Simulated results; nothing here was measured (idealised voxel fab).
Process module under the name voxel transistor to metal
FYI the section here is cut, 195 nm wide, cells are 5 nm squares.
A cross-section in this document is a grid of square cells, and it is written down as bands, the top band listed before the ones below it; a band is made up of one or more rows of cells.
Each band's line starts with the height of the band's top and of its bottom, in nm. Then come its materials from left to right, each with its width in nm. One material with "all across" fills the band from edge to edge. "air" is empty space.
Note: height 0 marks the level under which the wafer is uniformly one material as received. Lowest band unbounded below, written "0 -> down".
Top row gets the first number, bottom row gets the second, and each row in between changes by the same step: that is how a band width like "30->40" works.
No cell of the cross-section changed in a step that is given as "nothing was modified".
Closed-off voids of 8+ cells (no open route to the top) go in "Trapped void list", written width x height at distance from the left edge, in nm.
What comes after the settings on a step's line is commentary from the simulator itself on that step.
If you see "overlay nm" on a step's line and that step has a mask, it's telling you how far right of where it was planned the mask ended up; a negative number means it went left instead.

Steps in the process plan
1 RECEIVE | material Si
2 CONFORMAL_DEP | material SiO2 | thk nm 5
3 CONFORMAL_DEP | material SiN | thk nm 10
4 DIRECTIONAL_DEP | material aC | thk nm 10
5 PATTERN | tone cover | mask id ACTIVE | material resist | width nm 115 | thk nm 25 | overlay nm 0
6 DIRECTIONAL_ETCH | etch materials aC | depth nm 10
7 STRIP | etch materials resist
8 DIRECTIONAL_ETCH | etch materials SiN | depth nm 10
9 DIRECTIONAL_ETCH | etch materials SiO2 | depth nm 5
10 DIRECTIONAL_ETCH | etch materials Si | depth nm 25
11 STRIP | etch materials aC
12 FILL_DEP | material SiO2 | thk nm 5
13 CMP | height nm 15
14 SELECTIVE_ETCH | etch materials SiO2 | depth nm 10
15 STRIP | etch materials SiN
16 SELECTIVE_ETCH | etch materials SiO2 | depth nm 5
17 OXIDIZE | depth nm 5
18 DIRECTIONAL_DEP | material polySi | thk nm 25
19 DIRECTIONAL_DEP | material SiCN | thk nm 15
20 MASKED_ETCH | tone cover | mask id GATE | width nm 25 | etch materials SiCN | depth nm 25 | overlay nm 0
21 MASKED_ETCH | tone cover | mask id GATE | width nm 25 | etch materials polySi | depth nm 35 | overlay nm -10
22 CONFORMAL_DEP | material SiO2 | thk nm 5
23 DIRECTIONAL_ETCH | etch materials SiO2 | depth nm 5
24 CONFORMAL_DEP | material SiN | thk nm 10
25 DIRECTIONAL_ETCH | etch materials SiN | depth nm 10
26 DIRECTIONAL_ETCH | etch materials SiO2 | depth nm 5
27 DIRECTIONAL_ETCH | etch materials Si | depth nm 5
28 EPI | material SiGe | thk nm 10
29 FILL_DEP | material SiO2 | thk nm 5
30 CMP | height nm 25
31 STRIP | etch materials polySi
32 SELECTIVE_ETCH | etch materials SiO2 | depth nm 5
33 CONFORMAL_DEP | material HfO2 | thk nm 5
34 CONFORMAL_DEP | material TiN | thk nm 5
35 FILL_DEP | material W | thk nm 5
36 CMP | height nm 20
37 DIRECTIONAL_DEP | material SiO2 | thk nm 10
38 MASKED_ETCH | tone open | mask id CONTACT | width nm 20 | pitch nm 75 | etch materials SiO2 | depth nm 30 | overlay nm 0
39 CONFORMAL_DEP | material TiN | thk nm 5
40 FILL_DEP | material W | thk nm 5
41 CMP | height nm 30
42 CONFORMAL_DEP | material SiCN | thk nm 5
43 DIRECTIONAL_DEP | material SiO2 | thk nm 15
44 DIRECTIONAL_DEP | material aC | thk nm 15
45 PATTERN | tone open | mask id METAL_1 | material resist | width nm 20 | pitch nm 75 | thk nm 30 | overlay nm 0
46 DIRECTIONAL_ETCH | etch materials aC | depth nm 15
47 STRIP | etch materials resist
48 DIRECTIONAL_ETCH | etch materials SiO2 | depth nm 15
49 DIRECTIONAL_ETCH | etch materials SiCN | depth nm 5
50 STRIP | etch materials aC
51 CONFORMAL_DEP | material TiN | thk nm 5
52 FILL_DEP | material Ru | thk nm 5
53 CMP | height nm 50
54 CONFORMAL_DEP | material SiN | thk nm 5
Every wafer here starts from the same state; it is the step 21 overlay nm that distinguishes them, and the value the plan gives belongs to the first wafer.

First wafer of several, as received: cross-section after step 1
0 -> down | Si all across
Trapped void list: none

First of several wafers in cross-section at module end, following the final step, step 54
55 -> 50 | SiN all across
50 -> 35 | SiO2 (50), TiN (5), Ru (10), TiN (5), SiO2 (55), TiN (5), Ru (10), TiN (5), SiO2 (50)
35 -> 30 | SiCN (50), TiN (20), SiCN (55), TiN (20), SiCN (50)
30 -> 25 | SiO2 (50), TiN (5), W (10), TiN (5), SiO2 (55), TiN (5), W (10), TiN (5), SiO2 (50)
25 -> 20 | SiO2 (50), TiN (20), SiO2 (55), TiN (5), W (10), TiN (5), SiO2 (50)
20 -> 10 | SiO2 (50), TiN (10), SiN (10), HfO2 (5), TiN (5), W (25), TiN (5), HfO2 (5), SiN (10), TiN (5), W (10), TiN (5), SiO2 (50)
10 -> 5 | SiO2 (50), TiN (10), SiN (10), HfO2 (5), TiN (5), W (25), TiN (5), HfO2 (5), SiN (10), TiN (20), SiO2 (50)
5 -> 0 | SiO2 (50), SiGe (10), SiN (10), HfO2 (5), TiN (35), HfO2 (5), SiN (10), SiGe (10), TiN (10), SiO2 (50)
0 -> -5 | SiO2 (35), SiGe (25), SiO2 (10), HfO2 (45), SiO2 (10), SiGe (35), SiO2 (35)
-5 -> -10 | SiO2 (40), SiGe (20), Si (65), SiGe (30), SiO2 (40)
-10 -> -25 | SiO2 (40), Si (115), SiO2 (40)
-25 -> down | Si all across
Trapped void list: none

End of module: cross-section, last of several wafers
55 -> 50 | SiN all across
50 -> 35 | SiO2 (50), TiN (5), Ru (10), TiN (5), SiO2 (55), TiN (5), Ru (10), TiN (5), SiO2 (50)
35 -> 30 | SiCN (50), TiN (20), SiCN (55), TiN (20), SiCN (50)
30 -> 25 | SiO2 (50), TiN (5), W (10), TiN (5), SiO2 (55), TiN (5), W (10), TiN (5), SiO2 (50)
25 -> 20 | SiO2 (50), TiN (5), W (10), TiN (5), SiO2 (55), TiN (20), SiO2 (50)
20 -> 10 | SiO2 (50), TiN (5), W (10), TiN (5), SiN (10), HfO2 (5), TiN (5), W (25), TiN (5), HfO2 (5), SiN (10), TiN (10), SiO2 (50)
10 -> 5 | SiO2 (50), TiN (20), SiN (10), HfO2 (5), TiN (5), W (25), TiN (5), HfO2 (5), SiN (10), TiN (10), SiO2 (50)
5 -> 0 | SiO2 (50), TiN (10), SiGe (10), SiN (10), HfO2 (5), TiN (35), HfO2 (5), SiN (10), SiGe (10), SiO2 (50)
0 -> -5 | SiO2 (35), SiGe (35), SiO2 (10), HfO2 (45), SiO2 (10), SiGe (25), SiO2 (35)
-5 -> -10 | SiO2 (40), SiGe (30), Si (65), SiGe (20), SiO2 (40)
-10 -> -25 | SiO2 (40), Si (115), SiO2 (40)
-25 -> down | Si all across
Trapped void list: none

Per-wafer rows below. For each material: cells gained (+) or lost (-) since the wafer was received, as of end of module. Then: closed voids
overlay nm -10; +17 HfO2; +12 Ru; -113 Si; +31 SiCN; +26 SiGe; +55 SiN; +317 SiO2; +59 TiN; +25 W; Trapped void list: none
overlay nm -5; +16 HfO2; +12 Ru; -114 Si; +31 SiCN; +28 SiGe; +55 SiN; +317 SiO2; +59 TiN; +25 W; Trapped void list: none
overlay nm 0; +15 HfO2; +12 Ru; -115 Si; +31 SiCN; +30 SiGe; +55 SiN; +317 SiO2; +59 TiN; +25 W; Trapped void list: none
overlay nm 5; +16 HfO2; +12 Ru; -114 Si; +31 SiCN; +28 SiGe; +55 SiN; +317 SiO2; +59 TiN; +25 W; Trapped void list: none
overlay nm 10; +17 HfO2; +12 Ru; -113 Si; +31 SiCN; +26 SiGe; +55 SiN; +317 SiO2; +59 TiN; +25 W; Trapped void list: none
